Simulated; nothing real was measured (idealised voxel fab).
process module | voxel ribs on slabs
cross-section cut | 290 nm wide | cells 5 nm
A cross-section is a grid of square cells, given in bands from the top down. A band is one or more rows of cells.
Each band's line starts with the height of the band's top and of its bottom, in nm. Then come its materials from left to right, each with its width in nm. One material with "throughout" fills the band from edge to edge. "air" is empty space.
Height 0 is the level under which the wafer as received is all one material. The lowest band goes on downwards, as in "0 down".
A width such as "30 to 40" changes by the same amount from each row of cells to the next, from the band's top row to its bottom row.
"no change" after a step means that no cell of the cross-section changed.
closed voids: empty space of 8 cells or more with no open way to the top, each as width x height at its distance from the left edge, in nm
after a step's settings: what the simulator itself notes on the step
overlay nm, on a step with a mask: how far to the right of its planned place the mask lay; to the left if negative
plan
1 op RECEIVE | material Si
2 op DIRECTIONAL_DEP | material SiO2 | thk nm 25
3 op DIRECTIONAL_DEP | material SiN | thk nm 20
4 op PATTERN | tone cover | mask id RIB | material resist | width nm 30 | thk nm 15 | overlay nm 0
5 op DIRECTIONAL_ETCH | etch materials SiN | depth nm 10
6 op STRIP | etch materials resist
7 op DIRECTIONAL_DEP | material aC | thk nm 15
8 op PATTERN | tone cover | mask id SLAB | material resist | width nm 60 | thk nm 30 | overlay nm 0
9 op DIRECTIONAL_ETCH | etch materials aC | depth nm 15
10 op STRIP | etch materials resist
11 op DIRECTIONAL_ETCH | etch materials SiN | depth nm 10
12 op STRIP | etch materials aC
13 op FILL_DEP | material SiO2 | thk nm 25
14 op CMP | height nm 65
15 op DIRECTIONAL_DEP | material TiN | thk nm 5
16 op PATTERN | tone cover | mask id HEATER | material resist | width nm 40 | thk nm 15 | overlay nm 0
17 op DIRECTIONAL_ETCH | etch materials TiN | depth nm 5
18 op STRIP | etch materials resist
19 op CONFORMAL_DEP | material SiO2 | thk nm 5
as received, after step 1
  0 down: Si throughout
  closed voids: none
first wafer at the end, as planned
  75 to 70: air 120 | SiO2 50 | air 120
  70 to 65: SiO2 125 | TiN 40 | SiO2 125
  65 to 45: SiO2 throughout
  45 to 35: SiO2 130 | SiN 30 | SiO2 130
  35 to 25: SiO2 115 | SiN 60 | SiO2 115
  25 to 0: SiO2 throughout
  0 down: Si throughout
  closed voids: none
second wafer at the end: like start, like plan, one mistake
  75 to 70: air 110 | SiO2 50 | air 130
  70 to 65: SiO2 115 | TiN 40 | SiO2 135
  65 to 45: SiO2 throughout
  45 to 35: SiO2 130 | SiN 30 | SiO2 130
  35 to 25: SiO2 115 | SiN 60 | SiO2 115
  25 to 0: SiO2 throughout
  0 down: Si throughout
  closed voids: none
what went wrong: step 16 ran as: op PATTERN | tone cover | mask id HEATER | material resist | width nm 40 | thk nm 15 | overlay nm -10
at the end the second wafer has, in cells: as many of each material as the first, in other places
